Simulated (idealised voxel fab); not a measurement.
Module name: voxel fin reveal (process module)
Section shown: cut. Width: 265 nm. Cell size: 5 nm, square.
Square cells in a grid make up a cross-section in this document, and the grid is given as bands, listed from the top down, each one or more rows of cells.
Each band's line starts with the height of the band's top and of its bottom, in nm. Then come its materials from left to right, each with its width in nm. One material with "throughout" fills the band from edge to edge. "empty" is empty space.
Heights are expressed relative to 0, this being the level below which the as-received wafer comprises one material exclusively. The lowest band is unbounded in the downward direction and is denoted as in "0 and below".
When a width is written as two numbers, as in "30->40", the first number is the width in the top row of cells of the band and the second is the width in its bottom row, and the width changes by the same amount from each row to the next.
Step note "changes: none" = no cross-section cell changed.
Heads up: "Completely enclosed voids" only lists the empty pockets with no open path to the top that are 8 cells or more, and it writes them as width x height at distance, distance from the left edge, in nm.
The remark found on a step's line after its settings is issued by the simulator itself and pertains to that step.
overlay nm: where the mask lay relative to plan, measured to the right, on steps with a mask; negatives go left.
-- Process steps foreseen in the plan
1,RECEIVE | material Si
2,CONFORMAL_DEP | material SiN | thk nm 5
3,MASKED_ETCH | tone cover | mask id FINS | width nm 15 | pitch nm 35 | etch materials SiN | depth nm 5 | overlay nm 0
4,MASKED_ETCH | tone cover | mask id FINS | width nm 15 | pitch nm 35 | etch materials Si | depth nm 30 | overlay nm 0
5,OXIDIZE | depth nm 5
6,FILL_DEP | material SiO2 | thk nm 10
7,CMP | height nm 5
8,SELECTIVE_ETCH | etch materials SiO2 | depth nm 15
9,STRIP | etch materials SiN
10,CONFORMAL_DEP | material SiO2 | thk nm 5
-- As-received state of the wafer in cross-section, equivalent to post-step 1
> 0 and below | Si throughout
> Completely enclosed voids: none
-- The cross-section shown corresponds to the wafer at the conclusion of the module. The initial structure and the process plan are those presented above; however, one mistake occurred in executing the plan
> 5 down to 0 | 105 of empty, 15 of SiO2, 20 of empty, 15 of SiO2, 110 of empty
> 0 down to -5 | 105 of empty, 5 of SiO2, 5 of Si, 5 of SiO2, 20 of empty, 5 of SiO2, 5 of Si, 5 of SiO2, 110 of empty
> -5 down to -10 | 95 of SiO2, 10 of empty, 5 of SiO2, 5 of Si, 5 of SiO2, 20 of empty, 5 of SiO2, 5 of Si, 5 of SiO2, 10 of empty, 100 of SiO2
> -10 down to -35 | 110 of SiO2, 5 of Si, 30 of SiO2, 5 of Si, 115 of SiO2
> -35 and below | Si throughout
> Completely enclosed voids: none
Against the plan, the run slipped here: it was found that steps 8 and 9 of the process plan had been performed in exchanged positions
